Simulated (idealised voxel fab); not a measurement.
Process module heading - voxel lift off
Cross-sectional view cut (width: 300 nm; square cell size: 5 nm).
Each cross-section below is a grid of square cells, stated as bands in top-down order, with one or more rows of cells making up each band. Heights first: top, then bottom, in nm. Then materials, left to right, each with a width in nm. "everywhere" on a single material: fills the band edge to edge. "air": empty space. Where do heights start? At 0: under that level the wafer as delivered is made of one material only. And the lowest band has no floor; it just carries on downward, as in "0 down". A width given as "30 to 40" starts at the first number in the band's top row and ends at the second number in its bottom row, shifting by an equal amount at every step from row to row. "no change" means the step left every cell of the cross-section as it was. If an empty space has no open way to the top and is at least 8 cells in size, "Voids, enclosed" lists it, written width x height at distance, where distance is measured from the left edge and every value is in nm. Post-settings text on a step line: simulator's own remark regarding the step. You can add "overlay nm" to a step's line. For a step with a mask, it describes how far the mask lay to the right of its planned position, and a negative number describes a lay to the left.

**Process steps foreseen in the plan**
1) RECEIVE: material Si
2) CONFORMAL_DEP: material SiN, thk nm 15
3) PATTERN: tone open, mask id LINES, material resist, width nm 15, pitch nm 30, thk nm 30, overlay nm 0
4) DIRECTIONAL_DEP: material Ru, thk nm 15
5) STRIP: etch materials resist
6) CONFORMAL_DEP: material SiCN, thk nm 5

**Cross-section of the wafer at receipt, which is the condition after step 1**
	0 down | Si everywhere
	Voids, enclosed: none

**The first of the two wafers as seen in cross-section once the module was finished; processing followed the plan**
	35 to 30 | 120 of air, then 25 of SiCN, then 5 of air, then 25 of SiCN, then 125 of air
	30 to 20 | 120 of air, then 5 of SiCN, then 15 of Ru, then 5 of SiCN, then 5 of air, then 5 of SiCN, then 15 of Ru, then 5 of SiCN, then 125 of air
	20 to 15 | 125 of SiCN, then 15 of Ru, then 15 of SiCN, then 15 of Ru, then 130 of SiCN
	15 to 0 | SiN everywhere
	0 down | Si everywhere
	Voids, enclosed: none

**Cross-sectional view of the second of two wafers upon completion of the module. This wafer shared its starting condition and process plan with the first; one error was made during its execution**
	50 to 45 | 120 of air, then 25 of SiCN, then 5 of air, then 25 of SiCN, then 125 of air
	45 to 35 | 120 of air, then 5 of SiCN, then 15 of Ru, then 5 of SiCN, then 5 of air, then 5 of SiCN, then 15 of Ru, then 5 of SiCN, then 125 of air
	35 to 30 | 125 of SiCN, then 15 of Ru, then 15 of SiCN, then 15 of Ru, then 130 of SiCN
	30 to 0 | SiN everywhere
	0 down | Si everywhere
	Voids, enclosed: none
The plan and the run diverged here: plan step 2 ran twice
Final tally in cells, some materials are higher or lower on the second wafer than on the first: SiN +180
